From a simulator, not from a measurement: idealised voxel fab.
Herein follows the process module entitled voxel transistor to metal.
Pictured: cross-section cut, 205 nm wide, on a grid of 5 nm square cells.
For the purposes of this document, a cross-section shall be understood as a grid of square cells, specified as bands listed in top-to-bottom order, each band consisting of one or more rows of cells.
In this notation a band is specified by the heights of its top and bottom, in that order and in nm, after which its materials appear from left to right, each paired with its width in nm. The word "full width" attached to a single material means that material fills the band from edge to edge; the word "blank" stands for empty space.
Height reference: 0 = level under which incoming wafer is all one material. Lowest band: no bottom, runs on downward, e.g. "from 0 down".
The width entry "30->40" should be interpreted row by row: the top row of cells in the band takes the first number, the bottom row takes the second number, and the change between adjacent rows is uniform throughout.
"nothing got changed", as given for a step, is the statement that not any cell of the cross-section underwent a change during that step.
Basically, "Closed void list" tells you about the enclosed voids: empty spaces with no open way to the top, 8 cells or bigger, each written width x height at distance, where distance is from the left edge, all in nm.
Past the settings on a step's line: simulator remark, on that step.
A step line may carry the setting "overlay nm", which, for steps involving a mask, states the distance by which the mask lay to the right of its intended position; negative values denote displacement to the left.

List of planned process steps
1 RECEIVE [material Si]
2 CONFORMAL_DEP [material SiO2] [thk nm 5]
3 CONFORMAL_DEP [material SiN] [thk nm 15]
4 MASKED_ETCH [tone cover] [mask id ACTIVE] [width nm 90] [etch materials SiN] [depth nm 15] [overlay nm 0]
5 MASKED_ETCH [tone cover] [mask id ACTIVE] [width nm 90] [etch materials SiO2] [depth nm 5] [overlay nm 0]
6 MASKED_ETCH [tone cover] [mask id ACTIVE] [width nm 90] [etch materials Si] [depth nm 35] [overlay nm 0]
7 OXIDIZE [depth nm 5]
8 FILL_DEP [material SiO2] [thk nm 5]
9 CMP [height nm 20]
10 SELECTIVE_ETCH [etch materials SiO2] [depth nm 5]
11 STRIP [etch materials SiN]
12 SELECTIVE_ETCH [etch materials SiO2] [depth nm 5]
13 OXIDIZE [depth nm 5]
14 DIRECTIONAL_DEP [material polySi] [thk nm 20]
15 DIRECTIONAL_DEP [material SiCN] [thk nm 10]
16 DIRECTIONAL_DEP [material aC] [thk nm 10]
17 PATTERN [tone cover] [mask id GATE] [material resist] [width nm 20] [thk nm 30] [overlay nm 0]
18 DIRECTIONAL_ETCH [etch materials aC] [depth nm 10]
19 STRIP [etch materials resist]
20 DIRECTIONAL_ETCH [etch materials SiCN] [depth nm 20]
21 DIRECTIONAL_ETCH [etch materials polySi] [depth nm 30]
22 STRIP [etch materials aC]
23 CONFORMAL_DEP [material SiN] [thk nm 10]
24 DIRECTIONAL_ETCH [etch materials SiN] [depth nm 10]
25 DIRECTIONAL_ETCH [etch materials SiO2] [depth nm 5]
26 DIRECTIONAL_ETCH [etch materials Si] [depth nm 5]
27 EPI [material pSi] [thk nm 10]
28 FILL_DEP [material SiO2] [thk nm 5]
29 CMP [height nm 30]
30 DIRECTIONAL_DEP [material SiO2] [thk nm 15]
31 MASKED_ETCH [tone open] [mask id CONTACT] [width nm 15] [pitch nm 65] [etch materials SiO2] [depth nm 45] [overlay nm 0]
32 CONFORMAL_DEP [material TiN] [thk nm 5]
33 FILL_DEP [material W] [thk nm 10]
34 CMP [height nm 45]
35 CONFORMAL_DEP [material SiCN] [thk nm 5]
36 DIRECTIONAL_DEP [material lowk] [thk nm 15]
37 MASKED_ETCH [tone open] [mask id METAL_1] [width nm 15] [pitch nm 65] [etch materials lowk] [depth nm 15] [overlay nm 0]
38 MASKED_ETCH [tone open] [mask id METAL_1] [width nm 15] [pitch nm 65] [etch materials SiCN] [depth nm 5] [overlay nm 0]
39 CONFORMAL_DEP [material TiN] [thk nm 5]
40 FILL_DEP [material Ru] [thk nm 10]
41 CMP [height nm 65]
42 CONFORMAL_DEP [material SiN] [thk nm 5]

As-received state of the wafer in cross-section, equivalent to post-step 1
* from 0 down | Si full width
* Closed void list: none

Post-module cross-section of the first of two wafers (run per plan)
* from 70 to 65 | SiN full width
* from 65 to 50 | lowk (60), TiN (5), Ru (5), TiN (5), lowk (50), TiN (5), Ru (5), TiN (5), lowk (65)
* from 50 to 45 | SiCN (60), TiN (15), SiCN (50), TiN (15), SiCN (65)
* from 45 to 30 | SiO2 (60), TiN (5), W (5), TiN (5), SiO2 (50), TiN (5), W (5), TiN (5), SiO2 (65)
* from 30 to 20 | SiO2 (60), TiN (5), W (5), TiN (5), SiO2 (5), SiN (10), SiCN (20), SiN (10), SiO2 (5), TiN (5), W (5), TiN (5), SiO2 (65)
* from 20 to 10 | SiO2 (60), TiN (5), W (5), TiN (5), SiO2 (5), SiN (10), polySi (20), SiN (10), SiO2 (5), TiN (5), W (5), TiN (5), SiO2 (65)
* from 10 to 5 | SiO2 (50), SiN (10), TiN (15), SiO2 (5), SiN (10), polySi (20), SiN (10), SiO2 (5), TiN (15), SiN (10), SiO2 (55)
* from 5 to 0 | SiO2 (50), SiN (10), TiN (10), pSi (10), SiN (10), polySi (20), SiN (10), pSi (10), TiN (10), SiN (10), SiO2 (55)
* from 0 to -5 | SiO2 (60), pSi (20), SiO2 (40), pSi (20), SiO2 (65)
* from -5 to -10 | SiO2 (60), pSi (20), Si (40), pSi (20), SiO2 (65)
* from -10 to -40 | SiO2 (60), Si (80), SiO2 (65)
* from -40 down | Si full width
* Closed void list: none

Second wafer at the end: like start, like plan, one mistake
* from 70 to 65 | SiN full width
* from 65 to 50 | lowk (60), TiN (5), Ru (5), TiN (5), lowk (50), TiN (5), Ru (5), TiN (5), lowk (65)
* from 50 to 45 | SiCN (60), TiN (15), SiCN (50), TiN (15), SiCN (65)
* from 45 to 35 | SiO2 (60), TiN (5), W (5), TiN (5), SiO2 (50), TiN (5), W (5), TiN (5), SiO2 (65)
* from 35 to 30 | SiO2 (60), TiN (15), SiO2 (50), TiN (15), SiO2 (65)
* from 30 to 20 | polySi (50), SiCN (40), SiN (20), SiCN (40), polySi (55)
* from 20 to 10 | polySi (90), SiN (20), polySi (95)
* from 10 to 0 | SiO2 (50), polySi (40), SiN (20), polySi (40), SiO2 (55)
* from 0 to -5 | SiO2 full width
* from -5 to -40 | SiO2 (60), Si (80), SiO2 (65)
* from -40 down | Si full width
* Closed void list: none
Processing error: step 17 ran differently from the plan; actual operation with settings: PATTERN [tone open] [mask id GATE] [material resist] [width nm 20] [thk nm 30] [overlay nm 0]
Final wafer comparison in cells, second versus first, more or fewer per material: 8 more of Si | 24 more of SiCN | 8 fewer of SiN | 102 fewer of SiO2 | 24 fewer of TiN | 10 fewer of W | 20 fewer of pSi | 132 more of polySi
